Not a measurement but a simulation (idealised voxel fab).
Documented hereafter: the process module known as voxel trench capacitor.
Section cut is 250 nm wide and gridded with 5 nm square cells.
Heads up, the way a cross-section reads in here is a grid of square cells, handed over as bands from the top down, with every band being one or more rows of cells.
A band entry consists of two parts. The first gives the height of the band's top and the height of its bottom, in nm. The rest lists the band's materials from left to right, each with its width in nm. A single material labelled with the word "all across" fills the band from edge to edge, and the word "air" marks empty space.
We count height from 0. Below that, the starting wafer is all one material. The lowest band never ends at the bottom but goes on down; see "0 down" for how that is written.
The two numbers in a width such as "30 to 40" mark its ends across the band: the first belongs to the top row of cells, the second to the bottom row, and from each row to the next the width moves by the same amount.
The cross-section has no changed cell in any step marked "no change occurred".
"Sealed-off cavities": sealed empty spaces, 8 cells or more, no open way to top, listed width x height at distance, with distance from the left edge and width, height and distance in nm.
Step line, after settings: the simulator's comment on this step.
Steps that use a mask can have "overlay nm" on their line. It says how far the mask sat to the right of where it was meant to be. Negative means to the left.

List of planned process steps
1. RECEIVE | material Si
2. CONFORMAL_DEP | material SiN | thk nm 10
3. DIRECTIONAL_DEP | material aC | thk nm 15
4. PATTERN | tone open | mask id TRENCH | material resist | width nm 30 | pitch nm 60 | thk nm 35 | overlay nm 0
5. DIRECTIONAL_ETCH | etch materials aC | depth nm 15
6. STRIP | etch materials resist
7. DIRECTIONAL_ETCH | etch materials SiN | depth nm 10
8. DIRECTIONAL_ETCH | etch materials Si | depth nm 25
9. STRIP | etch materials aC
10. CONFORMAL_DEP | material Al2O3 | thk nm 5
11. CONFORMAL_DEP | material TiN | thk nm 5
12. FILL_DEP | material W | thk nm 5
13. CMP | height nm 10

Shown in cross-section is the wafer as received, that is, as it stands after step 1
    0 down  Si all across
    Sealed-off cavities: none

Post-module cross-section: identical start and plan to those above, one misstep in execution
    10 to 0  80 nm SiN  5 nm TiN  5 nm Al2O3  10 nm W  5 nm Al2O3  5 nm TiN  30 nm SiN  5 nm TiN  5 nm Al2O3  10 nm W  5 nm Al2O3  5 nm TiN  80 nm SiN
    0 to -15  80 nm Si  5 nm TiN  5 nm Al2O3  10 nm W  5 nm Al2O3  5 nm TiN  30 nm Si  5 nm TiN  5 nm Al2O3  10 nm W  5 nm Al2O3  5 nm TiN  80 nm Si
    -15 to -20  80 nm Si  5 nm TiN  20 nm Al2O3  5 nm TiN  30 nm Si  5 nm TiN  20 nm Al2O3  5 nm TiN  80 nm Si
    -20 to -25  80 nm Si  30 nm TiN  30 nm Si  30 nm TiN  80 nm Si
    -25 down  Si all across
    Sealed-off cavities: none
Want to know what went wrong? so 10 and 11 got swapped relative to the plan, each ran where the other was supposed to
